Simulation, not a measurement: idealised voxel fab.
Proc. module: voxel quadruple lines
It is cross-section cut that appears here, measuring 260 nm in width, its square cells being 5 nm in size.
In this document a cross-section is written as a grid of square cells. It is given as a series of bands, listed from the top down, and a band is one or more rows of cells.
A band entry consists of two parts. The first gives the height of the band's top and the height of its bottom, in nm. The rest lists the band's materials from left to right, each with its width in nm. A single material labelled with the word "everywhere" fills the band from edge to edge, and the word "air" marks empty space.
Height 0 is the level under which the wafer as received is all one material. The lowest band goes on downwards, as in "0 -> down".
You'd read "30 to 40" like this: the band's top row of cells is as wide as the first number, its bottom row is as wide as the second, and going down, every row changes width by the same amount as the row before did.
Given "no change occurred" for a step, no cell of the cross-section differs between before and after that step.
Each empty space that has no open way to the top and spans at least 8 cells appears under "Trapped cavities" as width x height at distance, the distance counted from the left edge, all in nm.
Note: text after step settings on the step line = simulator remark on that step.
overlay nm, on a step with a mask: how far to the right of its planned place the mask lay; to the left if negative

### Steps planned for the process
1. RECEIVE, material Si
2. CONFORMAL_DEP, material SiO2, thk nm 5
3. DIRECTIONAL_DEP, material Ru, thk nm 10
4. DIRECTIONAL_DEP, material polySi, thk nm 15
5. DIRECTIONAL_DEP, material aC, thk nm 20
6. PATTERN, tone cover, mask id MANDREL, material resist, width nm 35, thk nm 25, overlay nm 0
7. DIRECTIONAL_ETCH, etch materials aC, depth nm 20
8. STRIP, etch materials resist
9. CONFORMAL_DEP, material SiO2, thk nm 15
10. DIRECTIONAL_ETCH, etch materials SiO2, depth nm 15
11. STRIP, etch materials aC
12. DIRECTIONAL_ETCH, etch materials polySi, depth nm 15
13. STRIP, etch materials SiO2
14. CONFORMAL_DEP, material SiCN, thk nm 10
15. DIRECTIONAL_ETCH, etch materials SiCN, depth nm 10
16. STRIP, etch materials polySi
17. DIRECTIONAL_ETCH, etch materials Ru, depth nm 10
18. STRIP, etch materials SiCN

### On the first of the two wafers: run conducted according to plan

### Cross-section of the wafer upon arrival, representing the state reached after step 1
0 -> down = Si everywhere
Trapped cavities: none

### after step 2
5 -> 0 = SiO2 everywhere
All layers under 0 are left as they were.

### after step 3
15 -> 5 = Ru everywhere
All layers under 5 are left as they were.

### after step 4
30 -> 15 = polySi everywhere
All layers under 15 are left as they were.

### after step 5
50 -> 30 = aC everywhere
All layers under 30 are left as they were.

### after step 6
75 -> 50 = air: 110; resist: 35; air: 115
All layers under 50 are left as they were.

### after step 7
55 -> 50 = air: 110; resist: 35; air: 115
50 -> 30 = air: 110; aC: 35; air: 115
All layers under 30 are left as they were.

### after step 8
50 -> 30 = air: 110; aC: 35; air: 115
All layers under 30 are left as they were.

### after step 9
65 -> 50 = air: 95; SiO2: 65; air: 100
50 -> 45 = air: 95; SiO2: 15; aC: 35; SiO2: 15; air: 100
45 -> 30 = SiO2: 110; aC: 35; SiO2: 115
All layers under 30 are left as they were.

### after step 10
50 -> 30 = air: 95; SiO2: 15; aC: 35; SiO2: 15; air: 100
All layers under 30 are left as they were.

### after step 11
50 -> 30 = air: 95; SiO2: 15; air: 35; SiO2: 15; air: 100
All layers under 30 are left as they were.

### after step 12
50 -> 30 = air: 95; SiO2: 15; air: 35; SiO2: 15; air: 100
30 -> 15 = air: 95; polySi: 15; air: 35; polySi: 15; air: 100
All layers under 15 are left as they were.

### after step 13
30 -> 15 = air: 95; polySi: 15; air: 35; polySi: 15; air: 100
All layers under 15 are left as they were.

### after step 14
40 -> 30 = air: 85; SiCN: 35; air: 15; SiCN: 35; air: 90
30 -> 25 = air: 85; SiCN: 10; polySi: 15; SiCN: 10; air: 15; SiCN: 10; polySi: 15; SiCN: 10; air: 90
25 -> 15 = SiCN: 95; polySi: 15; SiCN: 35; polySi: 15; SiCN: 100
All layers under 15 are left as they were.

### after step 15
30 -> 15 = air: 85; SiCN: 10; polySi: 15; SiCN: 10; air: 15; SiCN: 10; polySi: 15; SiCN: 10; air: 90
All layers under 15 are left as they were.

### after step 16
30 -> 15 = air: 85; SiCN: 10; air: 15; SiCN: 10; air: 15; SiCN: 10; air: 15; SiCN: 10; air: 90
All layers under 15 are left as they were.

### after step 17
30 -> 15 = air: 85; SiCN: 10; air: 15; SiCN: 10; air: 15; SiCN: 10; air: 15; SiCN: 10; air: 90
15 -> 5 = air: 85; Ru: 10; air: 15; Ru: 10; air: 15; Ru: 10; air: 15; Ru: 10; air: 90
All layers under 5 are left as they were.

### after step 18
15 -> 5 = air: 85; Ru: 10; air: 15; Ru: 10; air: 15; Ru: 10; air: 15; Ru: 10; air: 90
All layers under 5 are left as they were.

### Second wafer: same start and same plan as the first, one execution error; identical to the first through step 3

### Second wafer, section view, time point: scheduled end of step 4
35 -> 15 = aC everywhere
All layers under 15 are left as they were.

### Second wafer, section view, time point: scheduled end of step 5
50 -> 35 = polySi everywhere
All layers under 35 are left as they were.

### Second wafer, section view, time point: scheduled end of step 6
75 -> 50 = air: 110; resist: 35; air: 115
All layers under 50 are left as they were.

### Second wafer, section view, time point: scheduled end of step 7
55 -> 50 = air: 110; resist: 35; air: 115
All layers under 50 are left as they were.

### Second wafer, section view, time point: scheduled end of step 8
50 -> 35 = polySi everywhere
All layers under 35 are left as they were.

### Second wafer, section view, time point: scheduled end of step 9
65 -> 50 = SiO2 everywhere
All layers under 50 are left as they were.

### Second wafer, section view, time point: scheduled end of step 10
50 -> 35 = polySi everywhere
All layers under 35 are left as they were.

Second wafer, section view, time point: scheduled end of step 11: no change occurred

### Second wafer, section view, time point: scheduled end of step 12
35 -> 15 = aC everywhere
All layers under 15 are left as they were.

Second wafer, section view, time point: scheduled end of step 13: no change occurred

### Second wafer, section view, time point: scheduled end of step 14
45 -> 35 = SiCN everywhere
All layers under 35 are left as they were.

### Second wafer, section view, time point: scheduled end of step 15
35 -> 15 = aC everywhere
All layers under 15 are left as they were.

Second wafer, section view, time point: scheduled end of step 16: no change occurred

Second wafer, section view, time point: scheduled end of step 17: no change occurred

Second wafer, section view, time point: scheduled end of step 18: no change occurred
What broke from the plan during processing? steps 4 and 5 of the plan were run in the wrong order, each in the other's place
Final difference in cells, second wafer against first, listed per material as more or fewer: +88 Ru | +208 aC
